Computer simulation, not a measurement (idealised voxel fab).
The following process module bears the name voxel ribs on slabs.
Section shown: cut. Width: 285 nm. Cell size: 5 nm, square.
A cross-section in this document is a grid of square cells, and it is written down as bands, the top band listed before the ones below it; a band is made up of one or more rows of cells. Band entry format. Leading values: height of top, height of bottom, nm. Remainder: materials in left-to-right order, each with its width in nm. Special words: "edge to edge" on a single material, which then fills the band edge to edge; "empty", empty space. Basically, 0 is our baseline, since under it the wafer straight out of the box is all one material. The bottom band has no lower end and keeps on going down, so it looks like "from 0 down". Top row gets the first number, bottom row gets the second, and each row in between changes by the same step: that is how a band width like "30->40" works. Take "no alterations made" at face value: in the step it is given for, the cross-section changed in none of its cells. Empty spaces counting at least 8 cells and having no open way to the top are listed in "Voids, enclosed". The notation width x height at distance is used for each, the distance being from the left edge and all three values in nm. On a step's line, text after the settings is the simulator commenting on that step. If you see "overlay nm" on a step's line and that step has a mask, it's telling you how far right of where it was planned the mask ended up; a negative number means it went left instead.

Listed below are the process steps as planned:
1. RECEIVE, material Si
2. DIRECTIONAL_DEP, material SiO2, thk nm 20
3. DIRECTIONAL_DEP, material polySi, thk nm 15
4. PATTERN, tone cover, mask id RIB, material resist, width nm 20, thk nm 15, overlay nm 0
5. DIRECTIONAL_ETCH, etch materials polySi, depth nm 5
6. STRIP, etch materials resist
7. MASKED_ETCH, tone cover, mask id SLAB, width nm 60, etch materials polySi, depth nm 10, overlay nm 0
8. FILL_DEP, material SiO2, thk nm 20
9. CMP, height nm 50
10. DIRECTIONAL_DEP, material TiN, thk nm 5
11. PATTERN, tone cover, mask id HEATER, material resist, width nm 30, thk nm 20, overlay nm 0
12. DIRECTIONAL_ETCH, etch materials TiN, depth nm 5
13. STRIP, etch materials resist
14. CONFORMAL_DEP, material SiN, thk nm 10

As received, after step 1:
- from 0 down | Si edge to edge
- Voids, enclosed: none

Figure: cross-sectional view of the wafer upon completion of the module, processed from the initial state and according to the plan depicted above, with one error introduced during execution:
- from 65 to 60 | empty: 115  SiN: 50  empty: 120
- from 60 to 55 | SiN edge to edge
- from 55 to 50 | SiN: 125  TiN: 30  SiN: 130
- from 50 to 35 | SiO2 edge to edge
- from 35 to 30 | SiO2: 110  polySi: 20  SiO2: 20  polySi: 20  SiO2: 115
- from 30 to 25 | SiO2: 110  polySi: 60  SiO2: 115
- from 25 to 20 | polySi edge to edge
- from 20 to 0 | SiO2 edge to edge
- from 0 down | Si edge to edge
- Voids, enclosed: none
In executing the process, a mistake was made relative to the plan: for step 4, the planned setting was not used; the step was instead run as PATTERN, tone open, mask id RIB, material resist, width nm 20, thk nm 15, overlay nm 0
